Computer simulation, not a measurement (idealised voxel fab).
Process module, titled voxel self aligned vias
The figure presents cross-section cut, which has a width of 255 nm and is divided into square cells with an edge length of 5 nm.
A cross-section in this document is a grid of square cells, and it is written down as bands, the top band listed before the ones below it; a band is made up of one or more rows of cells. A band entry consists of two parts. The first gives the height of the band's top and the height of its bottom, in nm. The rest lists the band's materials from left to right, each with its width in nm. A single material labelled with the word "throughout" fills the band from edge to edge, and the word "air" marks empty space. A quick word on heights: they are counted from 0, and under that level the wafer as it came to us is one material throughout. The lowest band is different from the rest in having no bottom; it simply continues downward, written as in "0 nm and below". Width "30 to 40": first value at the band's top row of cells, second value at its bottom row, equal change from row to row. "changes: none", as given for a step, is the statement that not any cell of the cross-section underwent a change during that step. Under "Cavities, sealed" you'll find the enclosed gaps, the ones with no way out to the top, that are 8 cells or bigger; each reads width x height at distance, with distance counted from the left edge, everything in nm. On a step's line, text after the settings is the simulator commenting on that step. You can add "overlay nm" to a step's line. For a step with a mask, it describes how far the mask lay to the right of its planned position, and a negative number describes a lay to the left.
# Planned process steps
1. op RECEIVE | material Si
2. op CONFORMAL_DEP | material SiO2 | thk nm 10
3. op CONFORMAL_DEP | material SiCN | thk nm 5
4. op DIRECTIONAL_DEP | material lowk | thk nm 20
5. op MASKED_ETCH | tone open | mask id LINES | width nm 20 | pitch nm 55 | etch materials lowk | depth nm 20 | overlay nm 0
6. op CONFORMAL_DEP | material TiN | thk nm 5
7. op FILL_DEP | material W | thk nm 5
8. op CMP | height nm 35
9. op SELECTIVE_ETCH | etch materials W Ru TiN | depth nm 5
10. op FILL_DEP | material SiN | thk nm 10
11. op CMP | height nm 35
12. op DIRECTIONAL_DEP | material lowk | thk nm 20
13. op PATTERN | tone open | mask id VIAS | material resist | width nm 40 | pitch nm 55 | thk nm 20 | overlay nm 0
14. op DIRECTIONAL_ETCH | etch materials lowk | depth nm 20
15. op DIRECTIONAL_ETCH | etch materials SiN | depth nm 5
16. op STRIP | etch materials resist
17. op CONFORMAL_DEP | material TiN | thk nm 5
18. op FILL_DEP | material Ru | thk nm 10
19. op CMP | height nm 55
20. op CONFORMAL_DEP | material SiCN | thk nm 5
# As received (post step 1): cross-section
- 0 nm and below  Si throughout
- Cavities, sealed: none
# The first of the two wafers as seen in cross-section once the module was finished; processing followed the plan
- 60 nm to 55 nm  SiCN throughout
- 55 nm to 40 nm  lowk=50, TiN=5, Ru=30, TiN=5, lowk=15, TiN=5, Ru=30, TiN=5, lowk=15, TiN=5, Ru=30, TiN=5, lowk=55
- 40 nm to 35 nm  lowk=50, TiN=15, Ru=10, TiN=15, lowk=15, TiN=15, Ru=10, TiN=15, lowk=15, TiN=15, Ru=10, TiN=15, lowk=55
- 35 nm to 30 nm  lowk=60, TiN=20, lowk=35, TiN=20, lowk=35, TiN=20, lowk=65
- 30 nm to 20 nm  lowk=60, TiN=5, W=10, TiN=5, lowk=35, TiN=5, W=10, TiN=5, lowk=35, TiN=5, W=10, TiN=5, lowk=65
- 20 nm to 15 nm  lowk=60, TiN=20, lowk=35, TiN=20, lowk=35, TiN=20, lowk=65
- 15 nm to 10 nm  SiCN throughout
- 10 nm to 0 nm  SiO2 throughout
- 0 nm and below  Si throughout
- Cavities, sealed: none
# Cross-sectional image of the second wafer of the two following completion of the module. Starting state and process plan were the same as for the first wafer; one execution error occurred
- 60 nm to 55 nm  SiCN throughout
- 55 nm to 40 nm  lowk=50, TiN=5, Ru=30, TiN=5, lowk=15, TiN=5, Ru=30, TiN=5, lowk=15, TiN=5, Ru=30, TiN=5, lowk=55
- 40 nm to 35 nm  lowk=50, TiN=20, Ru=5, TiN=15, lowk=15, TiN=20, Ru=5, TiN=15, lowk=15, TiN=20, Ru=5, TiN=15, lowk=55
- 35 nm to 30 nm  lowk=65, TiN=15, lowk=40, TiN=15, lowk=40, TiN=15, lowk=65
- 30 nm to 20 nm  lowk=65, TiN=5, W=5, TiN=5, lowk=40, TiN=5, W=5, TiN=5, lowk=40, TiN=5, W=5, TiN=5, lowk=65
- 20 nm to 15 nm  lowk=65, TiN=15, lowk=40, TiN=15, lowk=40, TiN=15, lowk=65
- 15 nm to 10 nm  SiCN throughout
- 10 nm to 0 nm  SiO2 throughout
- 0 nm and below  Si throughout
- Cavities, sealed: none
Processing error: step 5, actual vs plan mismatch, actual run op MASKED_ETCH | tone open | mask id LINES | width nm 15 | pitch nm 55 | etch materials lowk | depth nm 20 | overlay nm 0
Cell-count delta at end, second wafer over first, by material: -3 Ru; -3 TiN; -6 W; +12 lowk
